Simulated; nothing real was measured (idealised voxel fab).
process module | voxel transistor to metal
cross-section cut | 140 nm wide | cells 5 nm
A cross-section is a grid of square cells, given in bands from the top down. A band is one or more rows of cells.
Each band's line starts with the height of the band's top and of its bottom, in nm. Then come its materials from left to right, each with its width in nm. One material with "throughout" fills the band from edge to edge. "air" is empty space.
Height 0 is the level under which the wafer as received is all one material. The lowest band goes on downwards, as in "0 down".
A width such as "30 to 40" changes by the same amount from each row of cells to the next, from the band's top row to its bottom row.
"no change" after a step means that no cell of the cross-section changed.
closed voids: empty space of 8 cells or more with no open way to the top, each as width x height at its distance from the left edge, in nm
after a step's settings: what the simulator itself notes on the step
overlay nm, on a step with a mask: how far to the right of its planned place the mask lay; to the left if negative
plan
1 op RECEIVE | material Si
2 op OXIDIZE | depth nm 5
3 op CONFORMAL_DEP | material SiN | thk nm 10
4 op PATTERN | tone cover | mask id ACTIVE | material resist | width nm 105 | thk nm 15 | overlay nm 0
5 op DIRECTIONAL_ETCH | etch materials SiN | depth nm 10
6 op DIRECTIONAL_ETCH | etch materials SiO2 | depth nm 5
7 op DIRECTIONAL_ETCH | etch materials Si | depth nm 25
8 op STRIP | etch materials resist
9 op OXIDIZE | depth nm 5
10 op FILL_DEP | material SiO2 | thk nm 5
11 op CMP | height nm 10
12 op SELECTIVE_ETCH | etch materials SiO2 | depth nm 10
13 op STRIP | etch materials SiN
14 op SELECTIVE_ETCH | etch materials SiO2 | depth nm 5
15 op OXIDIZE | depth nm 5
16 op DIRECTIONAL_DEP | material polySi | thk nm 25
17 op DIRECTIONAL_DEP | material SiCN | thk nm 15
18 op PATTERN | tone cover | mask id GATE | material resist | width nm 15 | thk nm 20 | overlay nm 0
19 op DIRECTIONAL_ETCH | etch materials SiCN | depth nm 25
20 op DIRECTIONAL_ETCH | etch materials polySi | depth nm 35
21 op STRIP | etch materials resist
22 op CONFORMAL_DEP | material SiO2 | thk nm 5
23 op DIRECTIONAL_ETCH | etch materials SiO2 | depth nm 5
24 op CONFORMAL_DEP | material SiN | thk nm 5
25 op DIRECTIONAL_ETCH | etch materials SiN | depth nm 5
26 op DIRECTIONAL_ETCH | etch materials SiO2 | depth nm 5
27 op DIRECTIONAL_ETCH | etch materials Si | depth nm 10
28 op EPI | material SiGe | thk nm 10
29 op FILL_DEP | material SiO2 | thk nm 10
30 op CMP | height nm 35
31 op DIRECTIONAL_DEP | material SiO2 | thk nm 15
32 op MASKED_ETCH | tone open | mask id CONTACT | width nm 20 | pitch nm 75 | etch materials SiO2 | depth nm 60 | overlay nm 0
33 op CONFORMAL_DEP | material TiN | thk nm 5
34 op FILL_DEP | material W | thk nm 5
35 op CMP | height nm 50
36 op CONFORMAL_DEP | material SiN | thk nm 5
37 op DIRECTIONAL_DEP | material SiO2 | thk nm 25
38 op MASKED_ETCH | tone open | mask id METAL_1 | width nm 20 | pitch nm 75 | etch materials SiO2 | depth nm 25 | overlay nm 0
39 op MASKED_ETCH | tone open | mask id METAL_1 | width nm 20 | pitch nm 75 | etch materials SiN | depth nm 5 | overlay nm 0
40 op CONFORMAL_DEP | material TiN | thk nm 5
41 op FILL_DEP | material Cu | thk nm 10
42 op CMP | height nm 80
43 op CONFORMAL_DEP | material SiCN | thk nm 5
44 op DIRECTIONAL_DEP | material SiO2 | thk nm 35
45 op MASKED_ETCH | tone open | mask id METAL_2_HOLES | width nm 15 | pitch nm 75 | etch materials SiO2 | depth nm 35 | overlay nm 0
46 op DIRECTIONAL_DEP | material aC | thk nm 15
47 op PATTERN | tone open | mask id METAL_2 | material resist | width nm 20 | pitch nm 75 | thk nm 35 | overlay nm 0
48 op DIRECTIONAL_ETCH | etch materials aC | depth nm 15
49 op STRIP | etch materials resist
50 op DIRECTIONAL_ETCH | etch materials SiO2 | depth nm 20
51 op DIRECTIONAL_ETCH | etch materials SiCN | depth nm 5
52 op STRIP | etch materials aC
53 op CONFORMAL_DEP | material TiN | thk nm 5
54 op FILL_DEP | material Ru | thk nm 10
55 op CMP | height nm 120
56 op CONFORMAL_DEP | material SiN | thk nm 5
as received, after step 1
  0 down: Si throughout
  closed voids: none
first wafer at the end, as planned
  125 to 120: SiN throughout
  120 to 105: SiO2 20 | TiN 5 | Ru 10 | TiN 5 | SiO2 55 | TiN 5 | Ru 10 | TiN 5 | SiO2 25
  105 to 100: SiO2 20 | TiN 5 | Ru 5 | TiN 10 | SiO2 55 | TiN 5 | Ru 5 | TiN 10 | SiO2 25
  100 to 85: SiO2 20 | TiN 5 | Ru 5 | TiN 5 | SiO2 60 | TiN 5 | Ru 5 | TiN 5 | SiO2 30
  85 to 80: SiCN 20 | TiN 15 | SiCN 60 | TiN 15 | SiCN 30
  80 to 55: SiO2 20 | TiN 5 | Cu 10 | TiN 5 | SiO2 55 | TiN 5 | Cu 10 | TiN 5 | SiO2 25
  55 to 50: SiN 20 | TiN 20 | SiN 55 | TiN 20 | SiN 25
  50 to 35: SiO2 20 | TiN 5 | W 10 | TiN 5 | SiO2 55 | TiN 5 | W 10 | TiN 5 | SiO2 25
  35 to 20: SiO2 20 | TiN 5 | W 10 | TiN 5 | SiO2 10 | SiN 5 | SiO2 5 | SiCN 15 | SiO2 5 | SiN 5 | SiO2 10 | TiN 5 | W 10 | TiN 5 | SiO2 25
  20 to 0: SiO2 20 | TiN 5 | W 10 | TiN 5 | SiO2 10 | SiN 5 | SiO2 5 | polySi 15 | SiO2 5 | SiN 5 | SiO2 10 | TiN 5 | W 10 | TiN 5 | SiO2 25
  0 to -5: SiO2 20 | TiN 5 | W 10 | TiN 5 | SiGe 10 | SiN 5 | SiO2 5 | polySi 15 | SiO2 5 | SiN 5 | SiGe 10 | TiN 5 | W 10 | TiN 5 | SiO2 25
  -5 to -10: SiO2 20 | TiN 20 | SiGe 10 | SiO2 35 | SiGe 10 | TiN 20 | SiO2 25
  -10 to -20: SiO2 20 | SiGe 30 | Si 35 | SiGe 30 | SiO2 25
  -20 to -35: SiO2 20 | Si 95 | SiO2 25
  -35 down: Si throughout
  closed voids: none
second wafer at the end: like start, like plan, one mistake
  125 to 120: SiN throughout
  120 to 105: SiO2 20 | TiN 5 | Ru 10 | TiN 5 | SiO2 55 | TiN 5 | Ru 10 | TiN 5 | SiO2 25
  105 to 100: SiO2 20 | TiN 5 | Ru 5 | TiN 10 | SiO2 55 | TiN 5 | Ru 5 | TiN 10 | SiO2 25
  100 to 85: SiO2 20 | TiN 5 | Ru 5 | TiN 5 | SiO2 60 | TiN 5 | Ru 5 | TiN 5 | SiO2 30
  85 to 80: SiCN 20 | TiN 15 | SiCN 60 | TiN 15 | SiCN 30
  80 to 60: SiO2 20 | TiN 5 | Cu 10 | TiN 5 | SiO2 55 | TiN 5 | Cu 10 | TiN 5 | SiO2 25
  60 to 55: SiO2 20 | TiN 20 | SiO2 55 | TiN 20 | SiO2 25
  55 to 50: SiN 30 | TiN 10 | SiN 65 | TiN 10 | SiN 25
  50 to 35: SiO2 20 | TiN 5 | W 10 | TiN 5 | SiO2 55 | TiN 5 | W 10 | TiN 5 | SiO2 25
  35 to 20: SiO2 20 | TiN 5 | W 10 | TiN 5 | SiO2 10 | SiN 5 | SiO2 5 | SiCN 15 | SiO2 5 | SiN 5 | SiO2 10 | TiN 5 | W 10 | TiN 5 | SiO2 25
  20 to 0: SiO2 20 | TiN 5 | W 10 | TiN 5 | SiO2 10 | SiN 5 | SiO2 5 | polySi 15 | SiO2 5 | SiN 5 | SiO2 10 | TiN 5 | W 10 | TiN 5 | SiO2 25
  0 to -5: SiO2 20 | TiN 5 | W 10 | TiN 5 | SiGe 10 | SiN 5 | SiO2 5 | polySi 15 | SiO2 5 | SiN 5 | SiGe 10 | TiN 5 | W 10 | TiN 5 | SiO2 25
  -5 to -10: SiO2 20 | TiN 20 | SiGe 10 | SiO2 35 | SiGe 10 | TiN 20 | SiO2 25
  -10 to -20: SiO2 20 | SiGe 30 | Si 35 | SiGe 30 | SiO2 25
  -20 to -35: SiO2 20 | Si 95 | SiO2 25
  -35 down: Si throughout
  closed voids: none
what went wrong: step 39 ran as: op MASKED_ETCH | tone open | mask id METAL_1 | width nm 20 | pitch nm 75 | etch materials SiN | depth nm 5 | overlay nm 10
at the end the second wafer has, in cells: 4 fewer of Cu | 4 more of SiN
